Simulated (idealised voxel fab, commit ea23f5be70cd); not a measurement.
process module | voxel gate over fins
cross-section cut | 255 nm wide | cells 5 nm
A cross-section is a grid of square cells, given in bands from the top down. A band is one or more rows of cells.
Each band's line starts with the height of the band's top and of its bottom, in nm. Then come its materials from left to right, each with its width in nm. One material with "throughout" fills the band from edge to edge. "air" is empty space.
Height 0 is the level under which the wafer as received is all one material. The lowest band goes on downwards, as in "0 down".
A width such as "30 to 40" changes by the same amount from each row of cells to the next, from the band's top row to its bottom row.
"no change" after a step means that no cell of the cross-section changed.
closed voids: empty space of 8 cells or more with no open way to the top, each as width x height at its distance from the left edge, in nm
after a step's settings: what the simulator itself notes on the step
overlay nm, on a step with a mask: how far to the right of its planned place the mask lay; to the left if negative
plan
1 op RECEIVE | material Si
2 op CONFORMAL_DEP | material SiN | thk nm 5
3 op MASKED_ETCH | tone cover | mask id FINS | width nm 15 | pitch nm 45 | etch materials SiN | depth nm 5 | overlay nm 0
4 op MASKED_ETCH | tone cover | mask id FINS | width nm 15 | pitch nm 45 | etch materials Si | depth nm 30 | overlay nm 0
5 op OXIDIZE | depth nm 5
6 op FILL_DEP | material SiO2 | thk nm 5
7 op CMP | height nm 5
8 op SELECTIVE_ETCH | etch materials SiO2 | depth nm 15
9 op STRIP | etch materials SiN
10 op CONFORMAL_DEP | material HfO2 | thk nm 5
11 op CONFORMAL_DEP | material TiN | thk nm 5
12 op FILL_DEP | material W | thk nm 15
13 op CMP | height nm 20
14 op CONFORMAL_DEP | material SiN | thk nm 5
as received, after step 1
  0 down: Si throughout
  closed voids: none
a wafer at the end: this start, this plan, one mistake
  25 to 20: SiN throughout
  20 to 15: W throughout
  15 to 10: TiN throughout
  10 to 5: HfO2 55 | TiN 5 | HfO2 40 | TiN 5 | HfO2 40 | TiN 5 | HfO2 40 | TiN 5 | HfO2 60
  5 to 0: TiN 50 | HfO2 15 | TiN 30 | HfO2 15 | TiN 30 | HfO2 15 | TiN 30 | HfO2 15 | TiN 55
  0 to -30: TiN 50 | SiO2 5 | Si 5 | SiO2 5 | TiN 30 | SiO2 5 | Si 5 | SiO2 5 | TiN 30 | SiO2 5 | Si 5 | SiO2 5 | TiN 30 | SiO2 5 | Si 5 | SiO2 5 | TiN 55
  -30 to -35: SiO2 55 | Si 5 | SiO2 40 | Si 5 | SiO2 40 | Si 5 | SiO2 40 | Si 5 | SiO2 60
  -35 down: Si throughout
  closed voids: none
what went wrong: step 6 ran as: op FILL_DEP | material TiN | thk nm 5
